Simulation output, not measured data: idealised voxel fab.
process module | voxel capacitor over wiring
cross-section cut | 285 nm wide | cells 5 nm
A cross-section is a grid of square cells, given in bands from the top down. A band is one or more rows of cells.
Each band's line starts with the height of the band's top and of its bottom, in nm. Then come its materials from left to right, each with its width in nm. One material with "throughout" fills the band from edge to edge. "air" is empty space.
Height 0 is the level under which the wafer as received is all one material. The lowest band goes on downwards, as in "0 down".
A width such as "30 to 40" changes by the same amount from each row of cells to the next, from the band's top row to its bottom row.
"no change" after a step means that no cell of the cross-section changed.
closed voids: empty space of 8 cells or more with no open way to the top, each as width x height at its distance from the left edge, in nm
after a step's settings: what the simulator itself notes on the step
overlay nm, on a step with a mask: how far to the right of its planned place the mask lay; to the left if negative
plan
1 op RECEIVE | material Si
2 op CONFORMAL_DEP | material SiO2 | thk nm 15
3 op DIRECTIONAL_DEP | material TiN | thk nm 5
4 op DIRECTIONAL_DEP | material Ru | thk nm 20
5 op PATTERN | tone cover | mask id METAL_1 | material resist | width nm 30 | pitch nm 100 | thk nm 20 | overlay nm 0
6 op DIRECTIONAL_ETCH | etch materials Ru | depth nm 20
7 op DIRECTIONAL_ETCH | etch materials TiN | depth nm 5
8 op STRIP | etch materials resist
9 op FILL_DEP | material SiO2 | thk nm 10
10 op CMP | height nm 40
11 op CONFORMAL_DEP | material SiCN | thk nm 5
12 op DIRECTIONAL_DEP | material lowk | thk nm 15
13 op DIRECTIONAL_DEP | material aC | thk nm 15
14 op PATTERN | tone open | mask id PLUG_1 | material resist | width nm 15 | thk nm 30 | overlay nm 0
15 op DIRECTIONAL_ETCH | etch materials aC | depth nm 15
16 op STRIP | etch materials resist
17 op DIRECTIONAL_ETCH | etch materials lowk | depth nm 15
18 op DIRECTIONAL_ETCH | etch materials SiCN | depth nm 5
19 op STRIP | etch materials aC
20 op EPI | material Ru | thk nm 10
21 op EPI | material Ru | thk nm 10
22 op DIRECTIONAL_DEP | material TiN | thk nm 10
23 op DIRECTIONAL_DEP | material Al2O3 | thk nm 5
24 op DIRECTIONAL_DEP | material TiN | thk nm 5
25 op PATTERN | tone cover | mask id UPPER_PLATE | material resist | width nm 75 | thk nm 15 | overlay nm 0
26 op DIRECTIONAL_ETCH | etch materials TiN | depth nm 5
27 op DIRECTIONAL_ETCH | etch materials Al2O3 | depth nm 5
28 op STRIP | etch materials resist
29 op MASKED_ETCH | tone cover | mask id LOWER_PLATE | width nm 85 | etch materials TiN | depth nm 10 | overlay nm 0
30 op FILL_DEP | material SiO2 | thk nm 20
31 op CMP | height nm 95
32 op MASKED_ETCH | tone open | mask id PLUG_2 | width nm 15 | etch materials SiO2 | depth nm 15 | overlay nm 0
33 op CONFORMAL_DEP | material TiN | thk nm 5
34 op FILL_DEP | material Ru | thk nm 10
35 op CMP | height nm 95
36 op CONFORMAL_DEP | material SiN | thk nm 5
as received, after step 1
  0 down: Si throughout
  closed voids: none
first wafer at the end, as planned
  100 to 95: SiN throughout
  95 to 85: SiO2 100 | TiN 5 | Ru 5 | TiN 5 | SiO2 170
  85 to 75: SiO2 100 to 90 | TiN 15 to 75 | SiO2 170 to 120
  75 to 70: SiO2 90 | Al2O3 75 | SiO2 120
  70 to 60: SiO2 85 | TiN 85 | SiO2 115
  60 to 45: lowk 90 | Ru 15 | lowk 180
  45 to 40: SiCN 90 | Ru 15 | SiCN 180
  40 to 20: SiO2 75 | Ru 30 | SiO2 70 | Ru 30 | SiO2 80
  20 to 15: SiO2 75 | TiN 30 | SiO2 70 | TiN 30 | SiO2 80
  15 to 0: SiO2 throughout
  0 down: Si throughout
  closed voids: none
second wafer at the end: like start, like plan, one mistake
  100 to 95: SiN throughout
  95 to 85: SiO2 100 | TiN 5 | Ru 5 | TiN 5 | SiO2 170
  85 to 80: SiO2 100 | TiN 15 | SiO2 170
  80 to 75: SiO2 throughout
  75 to 70: SiO2 90 | Al2O3 75 | SiO2 120
  70 to 60: TiN 85 | SiO2 5 | TiN 75 | SiO2 5 | TiN 115
  60 to 45: lowk 90 | Ru 15 | lowk 180
  45 to 40: SiCN 90 | Ru 15 | SiCN 180
  40 to 20: SiO2 75 | Ru 30 | SiO2 70 | Ru 30 | SiO2 80
  20 to 15: SiO2 75 | TiN 30 | SiO2 70 | TiN 30 | SiO2 80
  15 to 0: SiO2 throughout
  0 down: Si throughout
  closed voids: none
what went wrong: step 29 ran as: op MASKED_ETCH | tone open | mask id LOWER_PLATE | width nm 85 | etch materials TiN | depth nm 10 | overlay nm 0
at the end the second wafer has, in cells: 61 fewer of SiO2 | 61 more of TiN
